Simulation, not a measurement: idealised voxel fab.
Documented hereafter: the process module known as voxel self aligned vias.
Cross-sectional view cut (width: 290 nm; square cell size: 5 nm).
Throughout this document, each cross-section is represented as a grid of square cells and is presented as a sequence of bands enumerated from the top downward, where a band comprises one or more rows of cells.
What a band's entry tells you: where the top is and where the bottom is, as heights in nm, and after that what lies inside, material by material from left to right, each with its width in nm. Empty space is written as the word "empty", and a single material marked with the word "everywhere" occupies the band from edge to edge.
Height reference: 0 = level under which incoming wafer is all one material. Lowest band: no bottom, runs on downward, e.g. "from 0 down".
So if you see something like "30->40" for the width, read it as the top row of the band sitting at the first number and the bottom row at the second, with every row in between moving by the same amount as the last.
Basically "nothing altered" means that step didn't change any cell in the cross-section.
Entry "Voids, enclosed". Content: empty spaces with no open connection to the top, size 8 cells or greater. Each: width x height at distance. Distance: from left edge. Unit: nm.
Heads up: the bit after the settings on a step's line is the simulator's remark on that step.
"overlay nm" denotes, for a step that has a mask, the displacement of the mask to the right of its planned place, with negative values corresponding to the left.

The steps planned for the process are as follows
1) RECEIVE, material Si
2) CONFORMAL_DEP, material SiO2, thk nm 15
3) CONFORMAL_DEP, material SiCN, thk nm 5
4) DIRECTIONAL_DEP, material SiO2, thk nm 30
5) DIRECTIONAL_DEP, material aC, thk nm 15
6) PATTERN, tone open, mask id LINES, material resist, width nm 30, pitch nm 70, thk nm 30, overlay nm 0
7) DIRECTIONAL_ETCH, etch materials aC, depth nm 15
8) STRIP, etch materials resist
9) DIRECTIONAL_ETCH, etch materials SiO2, depth nm 30
10) STRIP, etch materials aC
11) CONFORMAL_DEP, material TiN, thk nm 5
12) FILL_DEP, material W, thk nm 10
13) CMP, height nm 50
14) SELECTIVE_ETCH, etch materials W Ru TiN, depth nm 10
15) FILL_DEP, material SiN, thk nm 5
16) CMP, height nm 40
17) DIRECTIONAL_DEP, material SiO2, thk nm 15
18) DIRECTIONAL_DEP, material aC, thk nm 15
19) PATTERN, tone open, mask id VIAS, material resist, width nm 50, pitch nm 70, thk nm 30, overlay nm 0
20) DIRECTIONAL_ETCH, etch materials aC, depth nm 15
21) STRIP, etch materials resist
22) DIRECTIONAL_ETCH, etch materials SiO2, depth nm 15
23) DIRECTIONAL_ETCH, etch materials SiN, depth nm 10
24) STRIP, etch materials aC
25) CONFORMAL_DEP, material TiN, thk nm 5
26) FILL_DEP, material W, thk nm 5
27) CMP, height nm 65
28) CONFORMAL_DEP, material SiCN, thk nm 5
For this document, wafers share an identical start and vary in the step 16 height nm; the plan quotes the first wafer's value.

The as-received cross-section of the first of several wafers corresponds to the state after step 1
* from 0 down | Si everywhere
* Voids, enclosed: none

Cross-section of the first of several wafers, taken after step 28, where the module ends
* from 70 to 65 | SiCN everywhere
* from 65 to 60 | W everywhere
* from 60 to 55 | 90 nm TiN, then 40 nm W, then 30 nm TiN, then 40 nm W, then 90 nm TiN
* from 55 to 45 | 85 nm SiO2, then 5 nm TiN, then 40 nm W, then 5 nm TiN, then 20 nm SiO2, then 5 nm TiN, then 40 nm W, then 5 nm TiN, then 85 nm SiO2
* from 45 to 40 | 85 nm SiO2, then 50 nm TiN, then 20 nm SiO2, then 50 nm TiN, then 85 nm SiO2
* from 40 to 25 | 95 nm SiO2, then 5 nm TiN, then 20 nm W, then 5 nm TiN, then 40 nm SiO2, then 5 nm TiN, then 20 nm W, then 5 nm TiN, then 95 nm SiO2
* from 25 to 20 | 95 nm SiO2, then 30 nm TiN, then 40 nm SiO2, then 30 nm TiN, then 95 nm SiO2
* from 20 to 15 | SiCN everywhere
* from 15 to 0 | SiO2 everywhere
* from 0 down | Si everywhere
* Voids, enclosed: none

At the end of the module, the last of several wafers in cross-section
* from 70 to 65 | SiCN everywhere
* from 65 to 55 | 85 nm SiO2, then 5 nm TiN, then 40 nm W, then 5 nm TiN, then 20 nm SiO2, then 5 nm TiN, then 40 nm W, then 5 nm TiN, then 85 nm SiO2
* from 55 to 50 | 85 nm SiN, then 15 nm TiN, then 20 nm W, then 15 nm TiN, then 20 nm SiN, then 15 nm TiN, then 20 nm W, then 15 nm TiN, then 85 nm SiN
* from 50 to 45 | 95 nm SiO2, then 30 nm TiN, then 40 nm SiO2, then 30 nm TiN, then 95 nm SiO2
* from 45 to 40 | 95 nm SiO2, then 30 nm SiN, then 40 nm SiO2, then 30 nm SiN, then 95 nm SiO2
* from 40 to 25 | 95 nm SiO2, then 5 nm TiN, then 20 nm W, then 5 nm TiN, then 40 nm SiO2, then 5 nm TiN, then 20 nm W, then 5 nm TiN, then 95 nm SiO2
* from 25 to 20 | 95 nm SiO2, then 30 nm TiN, then 40 nm SiO2, then 30 nm TiN, then 95 nm SiO2
* from 20 to 15 | SiCN everywhere
* from 15 to 0 | SiO2 everywhere
* from 0 down | Si everywhere
* Voids, enclosed: none

Per wafer (row), end of module: delta in cells per material since receipt, (+) for gained, (-) for lost; closed voids after that
height nm 40, +116 SiCN, +472 SiO2, +94 TiN, +130 W, Voids, enclosed: none
height nm 45, +116 SiCN, +518 SiO2, +98 TiN, +80 W, Voids, enclosed: none
height nm 50, +116 SiCN, +564 SiO2, +60 TiN, +72 W, Voids, enclosed: none
height nm 55, +116 SiCN, +50 SiN, +526 SiO2, +56 TiN, +64 W, Voids, enclosed: none
